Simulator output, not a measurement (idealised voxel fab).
voxel self aligned vias: a process module
Shown is cross-section cut, with a width of 145 nm and square cells of size 5 nm.
Cross-section format: a grid of square cells, given as bands from top to bottom; each band is one or more rows of cells. Band entry format. Leading values: height of top, height of bottom, nm. Remainder: materials in left-to-right order, each with its width in nm. Special words: "throughout" on a single material, which then fills the band edge to edge; "blank", empty space. We count height from 0. Below that, the starting wafer is all one material. The lowest band never ends at the bottom but goes on down; see "0..down" for how that is written. It should be noted that a width expressed as "30->40" varies in equal increments from row to row of cells within the band, taking the value of the first number at the top row and that of the second number at the bottom row. You'll sometimes find "everything unchanged" written for a step, and that's the way of saying that nowhere in the cross-section did a cell change during that step. You'll see "Closed empty spaces" listing empty spaces that have no way open to the top, as long as they're 8 cells or more; the notation is width x height at distance, where the distance is from the left edge, and all of it is in nm. On a step's line, text after the settings is the simulator commenting on that step. "overlay nm", when on a step's line for a step with a mask, measures how far to the right of its planned place the mask lay; a negative measure means to the left.

**The planned process steps are enumerated hereunder**
| 1 | RECEIVE (material Si) |
| 2 | CONFORMAL_DEP (material SiO2; thk nm 10) |
| 3 | CONFORMAL_DEP (material SiCN; thk nm 5) |
| 4 | DIRECTIONAL_DEP (material SiO2; thk nm 20) |
| 5 | MASKED_ETCH (tone open; mask id LINES; width nm 20; pitch nm 45; etch materials SiO2; depth nm 20; overlay nm 0) |
| 6 | CONFORMAL_DEP (material TiN; thk nm 5) |
| 7 | FILL_DEP (material W; thk nm 5) |
| 8 | CMP (height nm 35) |
| 9 | SELECTIVE_ETCH (etch materials W Ru TiN; depth nm 10) |
| 10 | FILL_DEP (material SiN; thk nm 10) |
| 11 | CMP (height nm 35) |
| 12 | DIRECTIONAL_DEP (material SiO2; thk nm 15) |
| 13 | PATTERN (tone open; mask id VIAS; material resist; width nm 30; thk nm 20; overlay nm 0) |
| 14 | DIRECTIONAL_ETCH (etch materials SiO2; depth nm 15) |
| 15 | DIRECTIONAL_ETCH (etch materials SiN; depth nm 10) |
| 16 | STRIP (etch materials resist) |
| 17 | CONFORMAL_DEP (material TiN; thk nm 5) |
| 18 | FILL_DEP (material W; thk nm 5) |
| 19 | CMP (height nm 50) |
| 20 | CONFORMAL_DEP (material SiCN; thk nm 5) |

**Cross-section of the wafer at receipt, which is the condition after step 1**
	0..down  Si throughout
	Closed empty spaces: none

**Final wafer profile in cross-section after the module, from the same start and plan as above, with one mistake made during processing**
	55..50  SiCN throughout
	50..40  W 30, then TiN 5, then SiO2 30, then TiN 5, then W 75
	40..35  TiN 35, then SiO2 30, then TiN 25, then W 10, then TiN 45
	35..30  SiO2 40, then SiN 20, then SiO2 25, then TiN 5, then W 10, then TiN 5, then SiO2 40
	30..25  SiO2 40, then SiN 20, then SiO2 25, then TiN 20, then SiO2 40
	25..20  SiO2 40, then TiN 5, then W 10, then TiN 5, then SiO2 25, then TiN 5, then W 10, then TiN 5, then SiO2 40
	20..15  SiO2 40, then TiN 20, then SiO2 25, then TiN 20, then SiO2 40
	15..10  SiCN throughout
	10..0  SiO2 throughout
	0..down  Si throughout
	Closed empty spaces: none
Processing error: off-plan run, step 13, actual operation and settings PATTERN (tone cover; mask id VIAS; material resist; width nm 30; thk nm 20; overlay nm 0)
